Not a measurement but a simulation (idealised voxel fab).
Process module in this document: voxel air gaps
In the cross-section labelled cut, the width is 295 nm and each square cell is 5 nm.
Reading order for cross-sections: top band down to bottom band. Underlying form: a grid of square cells. Band size: one or more rows of cells. It is stipulated that each band's entry specify, in nanometres, the height of the top of the band and then that of its bottom, followed by the materials of the band in left-to-right sequence, each together with its width in nanometres. A single material marked by the word "throughout" is understood to fill the band from edge to edge; the word "blank" is understood to denote empty space. All heights in this document are referenced to 0, defined as the level beneath which the wafer, as received, consists entirely of one material. The lowest band is not bounded below; it extends indefinitely downward and is written in the form "0 and below". You'd read "30->40" like this: the band's top row of cells is as wide as the first number, its bottom row is as wide as the second, and going down, every row changes width by the same amount as the row before did. Step note "same as before" = no cross-section cell changed. Basically, "Unvented internal voids" tells you about the enclosed voids: empty spaces with no open way to the top, 8 cells or bigger, each written width x height at distance, where distance is from the left edge, all in nm. Note: text after step settings on the step line = simulator remark on that step. The "overlay nm" setting may appear on a step's line; for a step that uses a mask, it gives how far to the right of its planned position the mask lay, and a negative value indicates the left.

# Steps planned for the process
- 1: RECEIVE (material Si)
- 2: CONFORMAL_DEP (material SiO2; thk nm 15)
- 3: CONFORMAL_DEP (material SiCN; thk nm 5)
- 4: DIRECTIONAL_DEP (material SiO2; thk nm 40)
- 5: DIRECTIONAL_DEP (material aC; thk nm 10)
- 6: PATTERN (tone open; mask id LINES; material resist; width nm 15; pitch nm 45; thk nm 30; overlay nm 0)
- 7: DIRECTIONAL_ETCH (etch materials aC; depth nm 10)
- 8: STRIP (etch materials resist)
- 9: DIRECTIONAL_ETCH (etch materials SiO2; depth nm 40)
- 10: STRIP (etch materials aC)
- 11: CONFORMAL_DEP (material TiN; thk nm 5)
- 12: FILL_DEP (material W; thk nm 5)
- 13: CMP (height nm 60)
- 14: EPI (material Ru; thk nm 10)
- 15: SELECTIVE_ETCH (etch materials SiO2; depth nm 50)
- 16: CONFORMAL_DEP (material SiCN; thk nm 5)

# On the first of the two wafers: run conducted according to plan

# Wafer at receipt (post step 1), cross-section
* 0 and below = Si throughout
* Unvented internal voids: none

# Cross-section: wafer state after step 2
* 15 down to 0 = SiO2 throughout
* Everything under 0 stays put, no change at all.

# Cross-section: wafer state after step 3
* 20 down to 15 = SiCN throughout
* Everything under 15 stays put, no change at all.

# Cross-section: wafer state after step 4
* 60 down to 20 = SiO2 throughout
* Everything under 20 stays put, no change at all.

# Cross-section: wafer state after step 5
* 70 down to 60 = aC throughout
* Everything under 60 stays put, no change at all.

# Cross-section: wafer state after step 6
* 100 down to 70 = resist: 95 / blank: 15 / resist: 30 / blank: 15 / resist: 30 / blank: 15 / resist: 95
* Everything under 70 stays put, no change at all.

# Cross-section: wafer state after step 7
* 90 down to 70 = resist: 95 / blank: 15 / resist: 30 / blank: 15 / resist: 30 / blank: 15 / resist: 95
* 70 down to 60 = aC: 95 / blank: 15 / aC: 30 / blank: 15 / aC: 30 / blank: 15 / aC: 95
* Everything under 60 stays put, no change at all.

# Cross-section: wafer state after step 8
* 70 down to 60 = aC: 95 / blank: 15 / aC: 30 / blank: 15 / aC: 30 / blank: 15 / aC: 95
* Everything under 60 stays put, no change at all.

# Cross-section: wafer state after step 9
* 70 down to 60 = aC: 95 / blank: 15 / aC: 30 / blank: 15 / aC: 30 / blank: 15 / aC: 95
* 60 down to 20 = SiO2: 95 / blank: 15 / SiO2: 30 / blank: 15 / SiO2: 30 / blank: 15 / SiO2: 95
* Everything under 20 stays put, no change at all.

# Cross-section: wafer state after step 10
* 60 down to 20 = SiO2: 95 / blank: 15 / SiO2: 30 / blank: 15 / SiO2: 30 / blank: 15 / SiO2: 95
* Everything under 20 stays put, no change at all.

# Cross-section: wafer state after step 11
* 65 down to 60 = TiN: 100 / blank: 5 / TiN: 40 / blank: 5 / TiN: 40 / blank: 5 / TiN: 100
* 60 down to 25 = SiO2: 95 / TiN: 5 / blank: 5 / TiN: 5 / SiO2: 30 / TiN: 5 / blank: 5 / TiN: 5 / SiO2: 30 / TiN: 5 / blank: 5 / TiN: 5 / SiO2: 95
* 25 down to 20 = SiO2: 95 / TiN: 15 / SiO2: 30 / TiN: 15 / SiO2: 30 / TiN: 15 / SiO2: 95
* Everything under 20 stays put, no change at all.

# Cross-section: wafer state after step 12
* 70 down to 65 = W throughout
* 65 down to 60 = TiN: 100 / W: 5 / TiN: 40 / W: 5 / TiN: 40 / W: 5 / TiN: 100
* 60 down to 25 = SiO2: 95 / TiN: 5 / W: 5 / TiN: 5 / SiO2: 30 / TiN: 5 / W: 5 / TiN: 5 / SiO2: 30 / TiN: 5 / W: 5 / TiN: 5 / SiO2: 95
* Everything under 25 stays put, no change at all.

# Cross-section: wafer state after step 13
* 60 down to 25 = SiO2: 95 / TiN: 5 / W: 5 / TiN: 5 / SiO2: 30 / TiN: 5 / W: 5 / TiN: 5 / SiO2: 30 / TiN: 5 / W: 5 / TiN: 5 / SiO2: 95
* Everything under 25 stays put, no change at all.

# Cross-section: wafer state after step 14
* 70 down to 60 = blank: 85 / Ru: 35 / blank: 10 / Ru: 35 / blank: 10 / Ru: 35 / blank: 85
* Everything under 60 stays put, no change at all.

# Cross-section: wafer state after step 15
* 70 down to 60 = blank: 85 / Ru: 35 / blank: 10 / Ru: 35 / blank: 10 / Ru: 35 / blank: 85
* 60 down to 25 = blank: 95 / TiN: 5 / W: 5 / TiN: 5 / blank: 30 / TiN: 5 / W: 5 / TiN: 5 / blank: 30 / TiN: 5 / W: 5 / TiN: 5 / blank: 95
* 25 down to 20 = blank: 95 / TiN: 15 / blank: 30 / TiN: 15 / blank: 30 / TiN: 15 / blank: 95
* Everything under 20 stays put, no change at all.

# Cross-section: wafer state after step 16
* 75 down to 70 = blank: 80 / SiCN: 135 / blank: 80
* 70 down to 60 = blank: 80 / SiCN: 5 / Ru: 35 / SiCN: 10 / Ru: 35 / SiCN: 10 / Ru: 35 / SiCN: 5 / blank: 80
* 60 down to 55 = blank: 80 / SiCN: 15 / TiN: 5 / W: 5 / TiN: 5 / SiCN: 30 / TiN: 5 / W: 5 / TiN: 5 / SiCN: 30 / TiN: 5 / W: 5 / TiN: 5 / SiCN: 15 / blank: 80
* 55 down to 25 = blank: 90 / SiCN: 5 / TiN: 5 / W: 5 / TiN: 5 / SiCN: 5 / blank: 20 / SiCN: 5 / TiN: 5 / W: 5 / TiN: 5 / SiCN: 5 / blank: 20 / SiCN: 5 / TiN: 5 / W: 5 / TiN: 5 / SiCN: 5 / blank: 90
* 25 down to 20 = SiCN: 95 / TiN: 15 / SiCN: 30 / TiN: 15 / SiCN: 30 / TiN: 15 / SiCN: 95
* Everything under 20 stays put, no change at all.
* Unvented internal voids: 20 x 30 at 115; 20 x 30 at 160

# Second wafer: same start and same plan as the first, one execution error; identical to the first through step 2

Cross-sectional representation of the second wafer at the time designated in the plan for the completion of step 3: same as before

# Cross-sectional representation of the second wafer at the time designated in the plan for the completion of step 4
* 55 down to 0 = SiO2 throughout
* Everything under 0 stays put, no change at all.

# Cross-sectional representation of the second wafer at the time designated in the plan for the completion of step 5
* 65 down to 55 = aC throughout
* Everything under 55 stays put, no change at all.

# Cross-sectional representation of the second wafer at the time designated in the plan for the completion of step 6
* 95 down to 65 = resist: 95 / blank: 15 / resist: 30 / blank: 15 / resist: 30 / blank: 15 / resist: 95
* Everything under 65 stays put, no change at all.

# Cross-sectional representation of the second wafer at the time designated in the plan for the completion of step 7
* 85 down to 65 = resist: 95 / blank: 15 / resist: 30 / blank: 15 / resist: 30 / blank: 15 / resist: 95
* 65 down to 55 = aC: 95 / blank: 15 / aC: 30 / blank: 15 / aC: 30 / blank: 15 / aC: 95
* Everything under 55 stays put, no change at all.

# Cross-sectional representation of the second wafer at the time designated in the plan for the completion of step 8
* 65 down to 55 = aC: 95 / blank: 15 / aC: 30 / blank: 15 / aC: 30 / blank: 15 / aC: 95
* Everything under 55 stays put, no change at all.

# Cross-sectional representation of the second wafer at the time designated in the plan for the completion of step 9
* 65 down to 55 = aC: 95 / blank: 15 / aC: 30 / blank: 15 / aC: 30 / blank: 15 / aC: 95
* 55 down to 15 = SiO2: 95 / blank: 15 / SiO2: 30 / blank: 15 / SiO2: 30 / blank: 15 / SiO2: 95
* Everything under 15 stays put, no change at all.

# Cross-sectional representation of the second wafer at the time designated in the plan for the completion of step 10
* 55 down to 15 = SiO2: 95 / blank: 15 / SiO2: 30 / blank: 15 / SiO2: 30 / blank: 15 / SiO2: 95
* Everything under 15 stays put, no change at all.

# Cross-sectional representation of the second wafer at the time designated in the plan for the completion of step 11
* 60 down to 55 = TiN: 100 / blank: 5 / TiN: 40 / blank: 5 / TiN: 40 / blank: 5 / TiN: 100
* 55 down to 20 = SiO2: 95 / TiN: 5 / blank: 5 / TiN: 5 / SiO2: 30 / TiN: 5 / blank: 5 / TiN: 5 / SiO2: 30 / TiN: 5 / blank: 5 / TiN: 5 / SiO2: 95
* 20 down to 15 = SiO2: 95 / TiN: 15 / SiO2: 30 / TiN: 15 / SiO2: 30 / TiN: 15 / SiO2: 95
* Everything under 15 stays put, no change at all.

# Cross-sectional representation of the second wafer at the time designated in the plan for the completion of step 12
* 65 down to 60 = W throughout
* 60 down to 55 = TiN: 100 / W: 5 / TiN: 40 / W: 5 / TiN: 40 / W: 5 / TiN: 100
* 55 down to 20 = SiO2: 95 / TiN: 5 / W: 5 / TiN: 5 / SiO2: 30 / TiN: 5 / W: 5 / TiN: 5 / SiO2: 30 / TiN: 5 / W: 5 / TiN: 5 / SiO2: 95
* Everything under 20 stays put, no change at all.

# Cross-sectional representation of the second wafer at the time designated in the plan for the completion of step 13
* 60 down to 55 = TiN: 100 / W: 5 / TiN: 40 / W: 5 / TiN: 40 / W: 5 / TiN: 100
* Everything under 55 stays put, no change at all.

# Cross-sectional representation of the second wafer at the time designated in the plan for the completion of step 14
* 70 down to 60 = Ru throughout
* Everything under 60 stays put, no change at all.

Cross-sectional representation of the second wafer at the time designated in the plan for the completion of step 15: same as before

# Cross-sectional representation of the second wafer at the time designated in the plan for the completion of step 16
* 75 down to 70 = SiCN throughout
* Everything under 70 stays put, no change at all.
Nonconformance to the process plan: step 3 of the plan was jumped over and never run
at the end the second wafer has, in cells: 76 more of Ru; 143 fewer of SiCN; 400 more of SiO2; 56 more of TiN; 3 more of W
End state: 2 closed voids on the first wafer, 0 on the second.
